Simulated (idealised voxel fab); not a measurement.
The process module presented herein is designated voxel tone inversion.
It is cross-section cut that appears here, measuring 295 nm in width, its square cells being 5 nm in size.
This document writes a cross-section as a grid whose cells are square, and gives it as bands, listed from the top down; one or more rows of cells form a band.
Quick guide to a band line: top height, bottom height (nm) up front; then every material left to right with its width in nm. Only one material and it's marked "edge to edge"? Then it fills the band edge to edge. And "empty" just means empty space.
Basically, 0 is our baseline, since under it the wafer straight out of the box is all one material. The bottom band has no lower end and keeps on going down, so it looks like "0 down".
The two numbers in a width such as "30->40" mark its ends across the band: the first belongs to the top row of cells, the second to the bottom row, and from each row to the next the width moves by the same amount.
The cross-section has no changed cell in any step marked "left unchanged".
Heads up: "Enclosed internal voids" only lists the empty pockets with no open path to the top that are 8 cells or more, and it writes them as width x height at distance, distance from the left edge, in nm.
The remark found on a step's line after its settings is issued by the simulator itself and pertains to that step.
The "overlay nm" setting may appear on a step's line; for a step that uses a mask, it gives how far to the right of its planned position the mask lay, and a negative value indicates the left.

Set out below are the planned steps of the process
1 op RECEIVE | material Si
2 op CONFORMAL_DEP | material SiCN | thk nm 5
3 op DIRECTIONAL_DEP | material aC | thk nm 25
4 op PATTERN | tone cover | mask id POSTS | material resist | width nm 25 | pitch nm 40 | thk nm 35 | overlay nm 0
5 op DIRECTIONAL_ETCH | etch materials aC | depth nm 25
6 op STRIP | etch materials resist
7 op FILL_DEP | material lowk | thk nm 5
8 op CMP | height nm 30
9 op STRIP | etch materials aC

Cross-section: wafer on arrival = after step 1
0 down | Si edge to edge
Enclosed internal voids: none

End-of-module cross-section of the first of two wafers, processed as planned
30 to 5 | lowk: 75, empty: 25, lowk: 15, empty: 25, lowk: 15, empty: 25, lowk: 15, empty: 25, lowk: 75
5 to 0 | SiCN edge to edge
0 down | Si edge to edge
Enclosed internal voids: none

The second wafer, shown in cross-section after the module: started the same way as the first and given the same plan, yet one mistake crept into how it was run
30 to 5 | empty: 75, lowk: 25, empty: 15, lowk: 25, empty: 15, lowk: 25, empty: 15, lowk: 25, empty: 75
5 to 0 | SiCN edge to edge
0 down | Si edge to edge
Enclosed internal voids: none
Finding, execution versus plan: planned and actual differ for step 4; actual: op PATTERN | tone open | mask id POSTS | material resist | width nm 25 | pitch nm 40 | thk nm 35 | overlay nm 0
Count the cells at the end and the second wafer has more or fewer of some materials than the first: -95 lowk
